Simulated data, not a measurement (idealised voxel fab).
The process module that follows is named voxel local oxidation.
We display cut, a cross-section 175 nm in width whose square cells are each 5 nm.
A cross-section in this document is a grid of square cells, and it is written down as bands, the top band listed before the ones below it; a band is made up of one or more rows of cells. The entry gives the band's vertical extent as a top height and a bottom height in nm, then its horizontal make-up as materials from left to right, each with a width in nm. "empty" stands for empty space; a single material marked "everywhere" fills the band edge to edge. Where do heights start? At 0: under that level the wafer as delivered is made of one material only. And the lowest band has no floor; it just carries on downward, as in "0 down". Width "30..40": first value at the band's top row of cells, second value at its bottom row, equal change from row to row. "no modifications", as given for a step, is the statement that not any cell of the cross-section underwent a change during that step. You'll see "Unvented cavities" listing empty spaces that have no way open to the top, as long as they're 8 cells or more; the notation is width x height at distance, where the distance is from the left edge, and all of it is in nm. The remark found on a step's line after its settings is issued by the simulator itself and pertains to that step. "overlay nm" on a masked step: distance the mask lay right of its planned place, negative for left.

This section lists the process steps that were planned
- 1: RECEIVE: material Si
- 2: CONFORMAL_DEP: material SiO2, thk nm 5
- 3: CONFORMAL_DEP: material SiN, thk nm 15
- 4: MASKED_ETCH: tone cover, mask id ACTIVE, width nm 80, etch materials SiN, depth nm 15, overlay nm 0
- 5: SELECTIVE_ETCH: etch materials SiO2, depth nm 5
- 6: OXIDIZE: depth nm 15
- 7: STRIP: etch materials SiN
Same starting wafers, different width nm at step 4. Plan value belongs to the first wafer.

First of several wafers (as received, post step 1), cross-sectional view
    0 down | Si everywhere
    Unvented cavities: none

Last step of the module is step 7; after it, the first of several wafers in cross-section
    5 to 0 | 50 nm empty / 70 nm SiO2 / 55 nm empty
    0 to -15 | 65 nm SiO2 / 40 nm Si / 70 nm SiO2
    -15 down | Si everywhere
    Unvented cavities: none

Wafer cross-section (last wafer, module end)
    5 to 0 | 40 nm empty / 95 nm SiO2 / 40 nm empty
    0 to -15 | 55 nm SiO2 / 65 nm Si / 55 nm SiO2
    -15 down | Si everywhere
    Unvented cavities: none

The table below has one row for each wafer; a row shows, as of the end of the module, how many cells of each material the wafer has gained, marked (+), or lost, marked (-), since it was received, and then the wafer's closed voids
width nm 80; -81 Si; +95 SiO2; Unvented cavities: none
width nm 85; -78 Si; +93 SiO2; Unvented cavities: none
width nm 90; -75 Si; +91 SiO2; Unvented cavities: none
width nm 95; -72 Si; +89 SiO2; Unvented cavities: none
width nm 100; -69 Si; +87 SiO2; Unvented cavities: none
width nm 105; -66 Si; +85 SiO2; Unvented cavities: none
